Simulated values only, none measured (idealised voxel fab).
A process module follows: voxel transistor to metal.
Shown is cross-section cut, with a width of 215 nm and square cells of size 5 nm.
In what follows, cross-sections appear as grids of square cells, described through bands that run from the top down, where every band is one or more rows of cells.
Band: top and bottom heights (nm) first, top before bottom; then materials from left to right, widths in nm. "all across" marks a sole material filling the band edge to edge. "empty" denotes empty space.
Heads up on the height convention: 0 is the point under which the incoming wafer is all one material, and the lowest band has no bottom, it just keeps going down, like "z 0 and below".
Width "30..40": first value at the band's top row of cells, second value at its bottom row, equal change from row to row.
Step marked "everything unchanged"? Then no cell in the cross-section changed in it.
Entry "Closed internal voids". Content: empty spaces with no open connection to the top, size 8 cells or greater. Each: width x height at distance. Distance: from left edge. Unit: nm.
Note: text after step settings on the step line = simulator remark on that step.
overlay nm: how far to the right of its planned place the mask lay on this masked step (negative: to the left).

Listed below are the process steps as planned
1. RECEIVE | material Si
2. OXIDIZE | depth nm 5
3. CONFORMAL_DEP | material SiN | thk nm 15
4. MASKED_ETCH | tone cover | mask id ACTIVE | width nm 105 | etch materials SiN | depth nm 15 | overlay nm 0
5. MASKED_ETCH | tone cover | mask id ACTIVE | width nm 105 | etch materials SiO2 | depth nm 5 | overlay nm 0
6. MASKED_ETCH | tone cover | mask id ACTIVE | width nm 105 | etch materials Si | depth nm 25 | overlay nm 0
7. OXIDIZE | depth nm 5
8. FILL_DEP | material SiO2 | thk nm 15
9. CMP | height nm 15
10. SELECTIVE_ETCH | etch materials SiO2 | depth nm 10
11. STRIP | etch materials SiN
12. SELECTIVE_ETCH | etch materials SiO2 | depth nm 5
13. OXIDIZE | depth nm 5
14. DIRECTIONAL_DEP | material polySi | thk nm 25
15. DIRECTIONAL_DEP | material SiCN | thk nm 10
16. PATTERN | tone cover | mask id GATE | material resist | width nm 15 | thk nm 15 | overlay nm 0
17. DIRECTIONAL_ETCH | etch materials SiCN | depth nm 20
18. DIRECTIONAL_ETCH | etch materials polySi | depth nm 35
19. STRIP | etch materials resist
20. CONFORMAL_DEP | material SiO2 | thk nm 5
21. DIRECTIONAL_ETCH | etch materials SiO2 | depth nm 5
22. CONFORMAL_DEP | material SiN | thk nm 10
23. DIRECTIONAL_ETCH | etch materials SiN | depth nm 10
24. DIRECTIONAL_ETCH | etch materials SiO2 | depth nm 5
25. DIRECTIONAL_ETCH | etch materials Si | depth nm 5
26. EPI | material nSi | thk nm 10
27. FILL_DEP | material SiO2 | thk nm 10
28. CMP | height nm 30
29. DIRECTIONAL_DEP | material SiO2 | thk nm 10
30. MASKED_ETCH | tone open | mask id CONTACT | width nm 20 | pitch nm 75 | etch materials SiO2 | depth nm 40 | overlay nm 0
31. CONFORMAL_DEP | material TiN | thk nm 5
32. FILL_DEP | material W | thk nm 10
33. CMP | height nm 40
34. DIRECTIONAL_DEP | material TiN | thk nm 5
35. DIRECTIONAL_DEP | material W | thk nm 15
36. MASKED_ETCH | tone cover | mask id METAL_1 | width nm 20 | pitch nm 75 | etch materials W | depth nm 15 | overlay nm 0
37. MASKED_ETCH | tone cover | mask id METAL_1 | width nm 20 | pitch nm 75 | etch materials TiN | depth nm 5 | overlay nm 0
38. CONFORMAL_DEP | material SiN | thk nm 5
39. FILL_DEP | material lowk | thk nm 10
40. CMP | height nm 60
41. CONFORMAL_DEP | material SiCN | thk nm 5
42. DIRECTIONAL_DEP | material SiO2 | thk nm 35
43. PATTERN | tone open | mask id METAL_2_HOLES | material resist | width nm 15 | pitch nm 75 | thk nm 20 | overlay nm 0
44. DIRECTIONAL_ETCH | etch materials SiO2 | depth nm 35
45. STRIP | etch materials resist
46. DIRECTIONAL_DEP | material aC | thk nm 15
47. PATTERN | tone open | mask id METAL_2 | material resist | width nm 20 | pitch nm 75 | thk nm 30 | overlay nm 0
48. DIRECTIONAL_ETCH | etch materials aC | depth nm 15
49. STRIP | etch materials resist
50. DIRECTIONAL_ETCH | etch materials SiO2 | depth nm 20
51. DIRECTIONAL_ETCH | etch materials SiCN | depth nm 5
52. STRIP | etch materials aC
53. CONFORMAL_DEP | material TiN | thk nm 5
54. FILL_DEP | material Ru | thk nm 10
55. CMP | height nm 100
56. CONFORMAL_DEP | material SiN | thk nm 5

This is the cross-section of the wafer as we received it, i.e. after step 1
	z 0 and below  Si all across
	Closed internal voids: none

Post-module cross-section of the first of two wafers (run per plan)
	z 105 to 100  SiN all across
	z 100 to 85  SiO2=60, TiN=5, Ru=10, TiN=5, SiO2=55, TiN=5, Ru=10, TiN=5, SiO2=60
	z 85 to 80  SiO2=60, TiN=5, Ru=5, TiN=10, SiO2=55, TiN=5, Ru=5, TiN=10, SiO2=60
	z 80 to 65  SiO2=60, TiN=5, Ru=5, TiN=5, SiO2=60, TiN=5, Ru=5, TiN=5, SiO2=65
	z 65 to 60  SiCN=60, TiN=15, SiCN=60, TiN=15, SiCN=65
	z 60 to 45  lowk=55, SiN=5, W=20, SiN=5, lowk=45, SiN=5, W=20, SiN=5, lowk=55
	z 45 to 40  SiN=60, TiN=20, SiN=55, TiN=20, SiN=60
	z 40 to 30  SiO2=60, TiN=5, W=10, TiN=5, SiO2=55, TiN=5, W=10, TiN=5, SiO2=60
	z 30 to 20  SiO2=60, TiN=5, W=10, TiN=5, SiO2=5, SiN=10, SiO2=5, SiCN=15, SiO2=5, SiN=10, SiO2=5, TiN=5, W=10, TiN=5, SiO2=60
	z 20 to 5  SiO2=60, TiN=5, W=10, TiN=5, SiO2=5, SiN=10, SiO2=5, polySi=15, SiO2=5, SiN=10, SiO2=5, TiN=5, W=10, TiN=5, SiO2=60
	z 5 to 0  SiO2=60, TiN=20, SiO2=5, SiN=10, SiO2=5, polySi=15, SiO2=5, SiN=10, SiO2=5, TiN=20, SiO2=60
	z 0 to -5  SiO2=55, SiN=10, nSi=20, SiN=10, SiO2=5, polySi=15, SiO2=5, SiN=10, nSi=20, SiN=10, SiO2=55
	z -5 to -10  SiO2=65, nSi=20, SiO2=45, nSi=20, SiO2=65
	z -10 to -15  SiO2=60, Si=5, nSi=20, Si=45, nSi=20, Si=5, SiO2=60
	z -15 to -35  SiO2=60, Si=95, SiO2=60
	z -35 and below  Si all across
	Closed internal voids: none

Second of two wafers, module complete, sectioned: it shares the first wafer's start and plan but was run with one mistake
	z 105 to 100  SiN all across
	z 100 to 85  SiO2=60, TiN=5, Ru=10, TiN=5, SiO2=55, TiN=5, Ru=10, TiN=5, SiO2=60
	z 85 to 80  SiO2=60, TiN=5, Ru=5, TiN=10, SiO2=55, TiN=5, Ru=5, TiN=10, SiO2=60
	z 80 to 65  SiO2=60, TiN=5, Ru=5, TiN=5, SiO2=60, TiN=5, Ru=5, TiN=5, SiO2=65
	z 65 to 60  SiCN=60, TiN=15, SiCN=60, TiN=15, SiCN=65
	z 60 to 45  lowk=55, SiN=5, W=20, SiN=5, lowk=45, SiN=5, W=20, SiN=5, lowk=55
	z 45 to 40  SiN=60, TiN=20, SiN=55, TiN=20, SiN=60
	z 40 to 30  SiO2=60, TiN=5, W=10..5, TiN=5..10, SiO2=55, TiN=5, W=10, TiN=5, SiO2=60
	z 30 to 20  SiO2=60, TiN=5, W=5, TiN=5, SiN=10, SiO2=5, SiCN=15, SiO2=5, SiN=10, SiO2=15, TiN=5, W=10, TiN=5, SiO2=60
	z 20 to 5  SiO2=60, TiN=5, W=5, TiN=5, SiN=10, SiO2=5, polySi=15, SiO2=5, SiN=10, SiO2=15, TiN=5, W=10, TiN=5, SiO2=60
	z 5 to 0  SiO2=60, TiN=15, SiN=10, SiO2=5, polySi=15, SiO2=5, SiN=10, SiO2=15, TiN=20, SiO2=60
	z 0 to -5  SiO2=55, SiN=10, nSi=10, SiN=10, SiO2=5, polySi=15, SiO2=5, SiN=10, nSi=10, SiO2=10, nSi=10, SiN=10, SiO2=55
	z -5 to -10  SiO2=65, nSi=10, SiO2=45, nSi=30, SiO2=65
	z -10 to -15  SiO2=60, Si=5, nSi=10, Si=45, nSi=30, Si=5, SiO2=60
	z -15 to -35  SiO2=60, Si=95, SiO2=60
	z -35 and below  Si all across
	Closed internal voids: none
Against the plan, the run slipped here: step 16 ran as: PATTERN | tone cover | mask id GATE | material resist | width nm 15 | thk nm 15 | overlay nm -10
The second wafer ends with more or fewer cells of some materials than the first, per final count: SiO2: 8 more | W: 6 fewer | nSi: 2 fewer
